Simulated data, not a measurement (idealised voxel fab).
Module name: voxel self aligned contacts (process module)
This is section cut - it's 155 nm across, gridded in 5 nm square cells.
Cross-section layout: square cells on a grid; listed as bands, top to bottom; a band spans one or more cell rows.
First you get the band's top height and its bottom height, in nm, and then the materials it's made of, left to right, with each width in nm. If you see a single material with "all across", that one covers the band edge to edge. "air" is empty space.
Height is counted from the level 0, under which the received wafer is composed throughout of one material. The lowest of the bands is not closed at the bottom but continues downward, in the notation "0 and below".
The two numbers in a width such as "30->40" mark its ends across the band: the first belongs to the top row of cells, the second to the bottom row, and from each row to the next the width moves by the same amount.
When a step is marked "nothing different", none of the cells in the cross-section changed during that step.
Basically, "Sealed internal cavities" tells you about the enclosed voids: empty spaces with no open way to the top, 8 cells or bigger, each written width x height at distance, where distance is from the left edge, all in nm.
Anything after a step's settings on that line? It's the simulator's own note about the step.
A step line may carry the setting "overlay nm", which, for steps involving a mask, states the distance by which the mask lay to the right of its intended position; negative values denote displacement to the left.

### So here's the lineup of process steps we planned
- 1: RECEIVE with material Si
- 2: CONFORMAL_DEP with material SiO2, thk nm 5
- 3: DIRECTIONAL_DEP with material polySi, thk nm 20
- 4: DIRECTIONAL_DEP with material SiN, thk nm 15
- 5: PATTERN with tone cover, mask id GATE, material resist, width nm 30, pitch nm 55, thk nm 20, overlay nm 0
- 6: DIRECTIONAL_ETCH with etch materials SiN, depth nm 15
- 7: DIRECTIONAL_ETCH with etch materials polySi, depth nm 20
- 8: STRIP with etch materials resist
- 9: CONFORMAL_DEP with material SiN, thk nm 5
- 10: DIRECTIONAL_ETCH with etch materials SiN, depth nm 5
- 11: FILL_DEP with material SiO2, thk nm 10
- 12: CMP with height nm 45
- 13: DIRECTIONAL_DEP with material aC, thk nm 10
- 14: PATTERN with tone open, mask id CONTACT, material resist, width nm 35, thk nm 30, overlay nm 0
- 15: DIRECTIONAL_ETCH with etch materials aC, depth nm 10
- 16: STRIP with etch materials resist
- 17: DIRECTIONAL_ETCH with etch materials SiO2, depth nm 45
- 18: STRIP with etch materials aC
- 19: CONFORMAL_DEP with material TiN, thk nm 5
- 20: FILL_DEP with material W, thk nm 10
- 21: CMP with height nm 45
- 22: CONFORMAL_DEP with material SiCN, thk nm 5

### As received (post step 1): cross-section
0 and below  Si all across
Sealed internal cavities: none

### End state of the module in cross-section, given the above starting point and plan and one mistake in execution
65 down to 60  SiCN all across
60 down to 50  W all across
50 down to 45  65 of TiN  25 of W  65 of TiN
45 down to 40  60 of SiO2  15 of TiN  5 of W  15 of TiN  60 of SiO2
40 down to 25  30 of SiO2  40 of SiN  5 of TiN  5 of W  5 of TiN  40 of SiN  30 of SiO2
25 down to 5  30 of SiO2  5 of SiN  30 of polySi  5 of SiN  5 of TiN  5 of W  5 of TiN  5 of SiN  30 of polySi  5 of SiN  30 of SiO2
5 down to 0  70 of SiO2  15 of TiN  70 of SiO2
0 and below  Si all across
Sealed internal cavities: none
Nonconformance to the process plan: skipped: plan step 21 (never run)
